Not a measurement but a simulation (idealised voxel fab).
The following process module bears the name voxel transistor to metal.
200 nm wide, 5 nm square cells: that's cross-section cut.
Think of the cross-section as a grid of square cells. We describe it in bands, top to bottom, and each band covers one or more rows of those cells. Band: top and bottom heights (nm) first, top before bottom; then materials from left to right, widths in nm. "everywhere" marks a sole material filling the band edge to edge. "empty" denotes empty space. Height 0 is the level under which the wafer as received is all one material. The lowest band goes on downwards, as in "0 nm and below". The width entry "30->40" should be interpreted row by row: the top row of cells in the band takes the first number, the bottom row takes the second number, and the change between adjacent rows is uniform throughout. "remained the same" (step): cross-section cells unchanged, all of them. Under "Tabulated closed voids" you'll find the enclosed gaps, the ones with no way out to the top, that are 8 cells or bigger; each reads width x height at distance, with distance counted from the left edge, everything in nm. The remark found on a step's line after its settings is issued by the simulator itself and pertains to that step. overlay nm: mask offset rightward from planned place, masked step; negative means leftward offset.

-- Steps in the process plan
- 1: RECEIVE with material Si
- 2: CONFORMAL_DEP with material SiO2, thk nm 5
- 3: CONFORMAL_DEP with material SiN, thk nm 15
- 4: MASKED_ETCH with tone cover, mask id ACTIVE, width nm 115, etch materials SiN, depth nm 15, overlay nm 0
- 5: MASKED_ETCH with tone cover, mask id ACTIVE, width nm 115, etch materials SiO2, depth nm 5, overlay nm 0
- 6: MASKED_ETCH with tone cover, mask id ACTIVE, width nm 115, etch materials Si, depth nm 20, overlay nm 0
- 7: FILL_DEP with material SiO2, thk nm 15
- 8: CMP with height nm 20
- 9: SELECTIVE_ETCH with etch materials SiO2, depth nm 10
- 10: STRIP with etch materials SiN
- 11: SELECTIVE_ETCH with etch materials SiO2, depth nm 5
- 12: OXIDIZE with depth nm 5
- 13: DIRECTIONAL_DEP with material polySi, thk nm 25
- 14: DIRECTIONAL_DEP with material SiCN, thk nm 10
- 15: MASKED_ETCH with tone cover, mask id GATE, width nm 25, etch materials SiCN, depth nm 20, overlay nm 0
- 16: MASKED_ETCH with tone cover, mask id GATE, width nm 25, etch materials polySi, depth nm 35, overlay nm 0
- 17: CONFORMAL_DEP with material SiN, thk nm 10
- 18: DIRECTIONAL_ETCH with etch materials SiN, depth nm 10
- 19: DIRECTIONAL_ETCH with etch materials SiO2, depth nm 5
- 20: EPI with material SiGe, thk nm 5
- 21: FILL_DEP with material SiO2, thk nm 5
- 22: CMP with height nm 35
- 23: DIRECTIONAL_DEP with material SiO2, thk nm 10
- 24: PATTERN with tone open, mask id CONTACT, material resist, width nm 20, pitch nm 85, thk nm 15, overlay nm 0
- 25: DIRECTIONAL_ETCH with etch materials SiO2, depth nm 45
- 26: STRIP with etch materials resist
- 27: CONFORMAL_DEP with material TiN, thk nm 5
- 28: FILL_DEP with material W, thk nm 10
- 29: CMP with height nm 45
- 30: DIRECTIONAL_DEP with material TiN, thk nm 5
- 31: DIRECTIONAL_DEP with material Ru, thk nm 20
- 32: DIRECTIONAL_DEP with material aC, thk nm 10
- 33: PATTERN with tone cover, mask id METAL_1, material resist, width nm 20, pitch nm 85, thk nm 25, overlay nm 0
- 34: DIRECTIONAL_ETCH with etch materials aC, depth nm 10
- 35: STRIP with etch materials resist
- 36: DIRECTIONAL_ETCH with etch materials Ru, depth nm 20
- 37: DIRECTIONAL_ETCH with etch materials TiN, depth nm 5
- 38: STRIP with etch materials aC
- 39: CONFORMAL_DEP with material SiN, thk nm 5
- 40: FILL_DEP with material SiO2, thk nm 5
- 41: CMP with height nm 70
- 42: CONFORMAL_DEP with material SiCN, thk nm 5

-- Wafer at receipt (post step 1), cross-section
  0 nm and below: Si everywhere
  Tabulated closed voids: none

-- The plan above was carried out on the starting structure above with one mistake, and this cross-section shows the wafer at the end of the module
  75 nm to 70 nm: SiCN everywhere
  70 nm to 65 nm: 40 SiO2 / 5 SiN / 20 Ru / 5 SiN / 55 SiO2 / 5 SiN / 20 Ru / 5 SiN / 45 SiO2
  65 nm to 60 nm: 45 SiN / 20 TiN / 65 SiN / 20 TiN / 50 SiN
  60 nm to 50 nm: W everywhere
  50 nm to 45 nm: 50 TiN / 10 W / 75 TiN / 10 W / 55 TiN
  45 nm to 35 nm: 45 SiO2 / 5 TiN / 10 W / 5 TiN / 65 SiO2 / 5 TiN / 10 W / 5 TiN / 50 SiO2
  35 nm to 25 nm: 45 SiO2 / 5 TiN / 10 W / 5 TiN / 10 SiO2 / 10 SiN / 25 SiCN / 10 SiN / 10 SiO2 / 5 TiN / 10 W / 5 TiN / 50 SiO2
  25 nm to 5 nm: 45 SiO2 / 5 TiN / 10 W / 5 TiN / 10 SiO2 / 10 SiN / 25 polySi / 10 SiN / 10 SiO2 / 5 TiN / 10 W / 5 TiN / 50 SiO2
  5 nm to 0 nm: 35 SiO2 / 10 SiN / 20 TiN / 10 SiO2 / 10 SiN / 25 polySi / 10 SiN / 10 SiO2 / 20 TiN / 10 SiN / 40 SiO2
  0 nm to -5 nm: 45 SiO2 / 30 SiGe / 45 SiO2 / 30 SiGe / 50 SiO2
  -5 nm to -20 nm: 40 SiO2 / 115 Si / 45 SiO2
  -20 nm and below: Si everywhere
  Tabulated closed voids: none
Deviation noted in wafer processing: it should be noted that step 29 of the plan was omitted and was not performed
